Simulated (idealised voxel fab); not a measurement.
Process module, titled voxel transistor to metal
cross-section cut | 210 nm wide | cells 5 nm
Each cross-section below is a grid of square cells, stated as bands in top-down order, with one or more rows of cells making up each band. It is stipulated that each band's entry specify, in nanometres, the height of the top of the band and then that of its bottom, followed by the materials of the band in left-to-right sequence, each together with its width in nanometres. A single material marked by the word "all across" is understood to fill the band from edge to edge; the word "empty" is understood to denote empty space. Height reference: 0 = level under which incoming wafer is all one material. Lowest band: no bottom, runs on downward, e.g. "top 0, no bottom". The notation "30..40" denotes a width that varies across the rows of cells in the band, beginning at the first number in the top row, finishing at the second number in the bottom row, and changing by an identical amount from each row to the next. Step marked "no change occurred"? Then no cell in the cross-section changed in it. "Tabulated closed voids" contains a list of empty spaces, each no smaller than 8 cells and without an open way to the top, written in the form width x height at distance with the distance from the left edge and all three in nm. On a step's line, text after the settings is the simulator commenting on that step. The "overlay nm" setting may appear on a step's line; for a step that uses a mask, it gives how far to the right of its planned position the mask lay, and a negative value indicates the left.
-- This section lists the process steps that were planned
1 RECEIVE (material Si)
2 CONFORMAL_DEP (material SiO2; thk nm 5)
3 CONFORMAL_DEP (material SiN; thk nm 10)
4 DIRECTIONAL_DEP (material aC; thk nm 10)
5 PATTERN (tone cover; mask id ACTIVE; material resist; width nm 135; thk nm 30; overlay nm 0)
6 DIRECTIONAL_ETCH (etch materials aC; depth nm 10)
7 STRIP (etch materials resist)
8 DIRECTIONAL_ETCH (etch materials SiN; depth nm 10)
9 DIRECTIONAL_ETCH (etch materials SiO2; depth nm 5)
10 DIRECTIONAL_ETCH (etch materials Si; depth nm 25)
11 STRIP (etch materials aC)
12 OXIDIZE (depth nm 5)
13 FILL_DEP (material SiO2; thk nm 15)
14 CMP (height nm 15)
15 SELECTIVE_ETCH (etch materials SiO2; depth nm 5)
16 STRIP (etch materials SiN)
17 SELECTIVE_ETCH (etch materials SiO2; depth nm 5)
18 OXIDIZE (depth nm 5)
19 DIRECTIONAL_DEP (material polySi; thk nm 20)
20 DIRECTIONAL_DEP (material SiCN; thk nm 15)
21 DIRECTIONAL_DEP (material aC; thk nm 10)
22 PATTERN (tone cover; mask id GATE; material resist; width nm 35; thk nm 25; overlay nm 0)
23 DIRECTIONAL_ETCH (etch materials aC; depth nm 10)
24 STRIP (etch materials resist)
25 DIRECTIONAL_ETCH (etch materials SiCN; depth nm 25)
26 DIRECTIONAL_ETCH (etch materials polySi; depth nm 30)
27 STRIP (etch materials aC)
28 CONFORMAL_DEP (material SiO2; thk nm 5)
29 DIRECTIONAL_ETCH (etch materials SiO2; depth nm 5)
30 CONFORMAL_DEP (material SiN; thk nm 5)
31 DIRECTIONAL_ETCH (etch materials SiN; depth nm 5)
32 DIRECTIONAL_ETCH (etch materials SiO2; depth nm 5)
33 EPI (material pSi; thk nm 5)
34 FILL_DEP (material SiO2; thk nm 10)
35 CMP (height nm 20)
36 STRIP (etch materials polySi)
37 SELECTIVE_ETCH (etch materials SiO2; depth nm 5)
38 CONFORMAL_DEP (material HfO2; thk nm 5)
39 CONFORMAL_DEP (material TiN; thk nm 5)
40 FILL_DEP (material W; thk nm 10)
41 CMP (height nm 15)
42 DIRECTIONAL_DEP (material SiO2; thk nm 15)
43 MASKED_ETCH (tone open; mask id CONTACT; width nm 20; pitch nm 95; etch materials SiO2; depth nm 30; overlay nm 0)
44 CONFORMAL_DEP (material TiN; thk nm 5)
45 FILL_DEP (material W; thk nm 10)
46 CMP (height nm 30)
47 CONFORMAL_DEP (material SiN; thk nm 5)
48 DIRECTIONAL_DEP (material SiO2; thk nm 15)
49 PATTERN (tone open; mask id METAL_1; material resist; width nm 20; pitch nm 95; thk nm 20; overlay nm 0)
50 DIRECTIONAL_ETCH (etch materials SiO2; depth nm 15)
51 DIRECTIONAL_ETCH (etch materials SiN; depth nm 5)
52 STRIP (etch materials resist)
53 CONFORMAL_DEP (material TiN; thk nm 5)
54 FILL_DEP (material Cu; thk nm 10)
55 CMP (height nm 50)
56 EPI (material Ru; thk nm 5)
57 FILL_DEP (material SiCN; thk nm 5)
-- Cross-sectional view of the wafer in its as-received condition, corresponding to the state after step 1
* top 0, no bottom: Si all across
* Tabulated closed voids: none
-- Wafer at module end, in section. Began as above, planned as above, run with one mistake
* top 60, bottom 55: SiCN all across
* top 55, bottom 50: SiCN (40); Ru (30); SiCN (65); Ru (30); SiCN (45)
* top 50, bottom 45: SiN (45); TiN (20); SiN (75); TiN (20); SiN (50)
* top 45, bottom 30: SiO2 all across
* top 30, bottom 15: SiO2 (45); TiN (5); W (10); TiN (5); SiO2 (75); TiN (5); W (10); TiN (5); SiO2 (50)
* top 15, bottom 5: SiO2 (45); TiN (5); W (10); TiN (5); SiO2 (10); SiN (5); HfO2 (5); TiN (5); W (25); TiN (5); HfO2 (5); SiN (5); SiO2 (10); TiN (5); W (10); TiN (5); SiO2 (50)
* top 5, bottom 0: SiO2 (35); SiN (5); SiO2 (5); TiN (20); SiO2 (10); SiN (5); HfO2 (5); TiN (35); HfO2 (5); SiN (5); SiO2 (10); TiN (20); SiO2 (5); SiN (5); SiO2 (40)
* top 0, bottom -5: SiO2 (40); pSi (35); SiO2 (5); HfO2 (45); SiO2 (5); pSi (35); SiO2 (45)
* top -5, bottom -30: SiO2 (40); Si (125); SiO2 (45)
* top -30, no bottom: Si all across
* Tabulated closed voids: none
Finding, execution versus plan: the executed order of steps 47 and 48 is the reverse of that specified in the plan, each step having taken the other's position
